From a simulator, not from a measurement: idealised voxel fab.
process module | voxel self aligned vias
cross-section cut | 225 nm wide | cells 5 nm
A cross-section is a grid of square cells, given in bands from the top down. A band is one or more rows of cells.
Each band's line starts with the height of the band's top and of its bottom, in nm. Then come its materials from left to right, each with its width in nm. One material with "throughout" fills the band from edge to edge. "air" is empty space.
Height 0 is the level under which the wafer as received is all one material. The lowest band goes on downwards, as in "0 down".
A width such as "30 to 40" changes by the same amount from each row of cells to the next, from the band's top row to its bottom row.
"no change" after a step means that no cell of the cross-section changed.
closed voids: empty space of 8 cells or more with no open way to the top, each as width x height at its distance from the left edge, in nm
after a step's settings: what the simulator itself notes on the step
overlay nm, on a step with a mask: how far to the right of its planned place the mask lay; to the left if negative
plan
1 op RECEIVE | material Si
2 op CONFORMAL_DEP | material SiO2 | thk nm 15
3 op CONFORMAL_DEP | material SiCN | thk nm 5
4 op DIRECTIONAL_DEP | material SiO2 | thk nm 25
5 op DIRECTIONAL_DEP | material aC | thk nm 10
6 op PATTERN | tone open | mask id LINES | material resist | width nm 20 | pitch nm 55 | thk nm 25 | overlay nm 0
7 op DIRECTIONAL_ETCH | etch materials aC | depth nm 10
8 op STRIP | etch materials resist
9 op DIRECTIONAL_ETCH | etch materials SiO2 | depth nm 25
10 op STRIP | etch materials aC
11 op CONFORMAL_DEP | material TiN | thk nm 5
12 op FILL_DEP | material Ru | thk nm 10
13 op CMP | height nm 45
14 op SELECTIVE_ETCH | etch materials W Ru TiN | depth nm 10
15 op FILL_DEP | material SiN | thk nm 10
16 op CMP | height nm 45
17 op DIRECTIONAL_DEP | material SiO2 | thk nm 15
18 op DIRECTIONAL_DEP | material aC | thk nm 15
19 op PATTERN | tone open | mask id VIAS | material resist | width nm 40 | thk nm 35 | overlay nm 0
20 op DIRECTIONAL_ETCH | etch materials aC | depth nm 15
21 op STRIP | etch materials resist
22 op DIRECTIONAL_ETCH | etch materials SiO2 | depth nm 15
23 op DIRECTIONAL_ETCH | etch materials SiN | depth nm 10
24 op STRIP | etch materials aC
25 op CONFORMAL_DEP | material TiN | thk nm 5
26 op FILL_DEP | material Ru | thk nm 10
27 op CMP | height nm 60
28 op CONFORMAL_DEP | material SiN | thk nm 5
varied across the wafers: width nm of step 6. The plan shows the first wafer's value. All wafers start alike
first wafer as received, after step 1
  0 down: Si throughout
  closed voids: none
each wafer at the end: cells of each material gained (+) or lost (-) since it was received, then its closed voids
width nm 20 | +24 Ru | +45 SiCN | +53 SiN | +431 SiO2 | +32 TiN | closed voids: none
width nm 25 | +30 Ru | +45 SiCN | +55 SiN | +421 SiO2 | +34 TiN | closed voids: none
width nm 30 | +36 Ru | +45 SiCN | +57 SiN | +411 SiO2 | +36 TiN | closed voids: none
width nm 35 | +42 Ru | +45 SiCN | +59 SiN | +401 SiO2 | +38 TiN | closed voids: none
width nm 40 | +48 Ru | +45 SiCN | +61 SiN | +391 SiO2 | +40 TiN | closed voids: none
